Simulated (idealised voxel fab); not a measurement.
process module | voxel quadruple lines
cross-section cut | 175 nm wide | cells 5 nm
A cross-section is a grid of square cells, given in bands from the top down. A band is one or more rows of cells.
Each band's line starts with the height of the band's top and of its bottom, in nm. Then come its materials from left to right, each with its width in nm. One material with "throughout" fills the band from edge to edge. "air" is empty space.
Height 0 is the level under which the wafer as received is all one material. The lowest band goes on downwards, as in "0 down".
A width such as "30 to 40" changes by the same amount from each row of cells to the next, from the band's top row to its bottom row.
"no change" after a step means that no cell of the cross-section changed.
closed voids: empty space of 8 cells or more with no open way to the top, each as width x height at its distance from the left edge, in nm
after a step's settings: what the simulator itself notes on the step
overlay nm, on a step with a mask: how far to the right of its planned place the mask lay; to the left if negative
plan
1 op RECEIVE | material Si
2 op CONFORMAL_DEP | material SiO2 | thk nm 5
3 op DIRECTIONAL_DEP | material W | thk nm 15
4 op DIRECTIONAL_DEP | material polySi | thk nm 15
5 op DIRECTIONAL_DEP | material aC | thk nm 20
6 op PATTERN | tone cover | mask id MANDREL | material resist | width nm 25 | thk nm 30 | overlay nm 0
7 op DIRECTIONAL_ETCH | etch materials aC | depth nm 20
8 op STRIP | etch materials resist
9 op CONFORMAL_DEP | material SiO2 | thk nm 15
10 op DIRECTIONAL_ETCH | etch materials SiO2 | depth nm 15
11 op STRIP | etch materials aC
12 op DIRECTIONAL_ETCH | etch materials polySi | depth nm 15
13 op STRIP | etch materials SiO2
14 op CONFORMAL_DEP | material SiCN | thk nm 5
15 op DIRECTIONAL_ETCH | etch materials SiCN | depth nm 5
16 op STRIP | etch materials polySi
17 op DIRECTIONAL_ETCH | etch materials W | depth nm 15
18 op STRIP | etch materials SiCN
19 op FILL_DEP | material SiO2 | thk nm 5
20 op CMP | height nm 20
as received, after step 1
  0 down: Si throughout
  closed voids: none
first wafer at the end, as planned
  20 to 5: SiO2 55 | W 5 | SiO2 15 | W 5 | SiO2 15 | W 5 | SiO2 15 | W 5 | SiO2 55
  5 to 0: SiO2 throughout
  0 down: Si throughout
  closed voids: none
second wafer at the end: like start, like plan, one mistake
  20 to 5: polySi 55 | W 5 | polySi 15 | W 5 | polySi 15 | W 5 | polySi 15 | W 5 | polySi 55
  5 to 0: SiO2 throughout
  0 down: Si throughout
  closed voids: none
what went wrong: step 19 ran as: op FILL_DEP | material polySi | thk nm 5
at the end the second wafer has, in cells: 93 fewer of SiO2 | 93 more of polySi
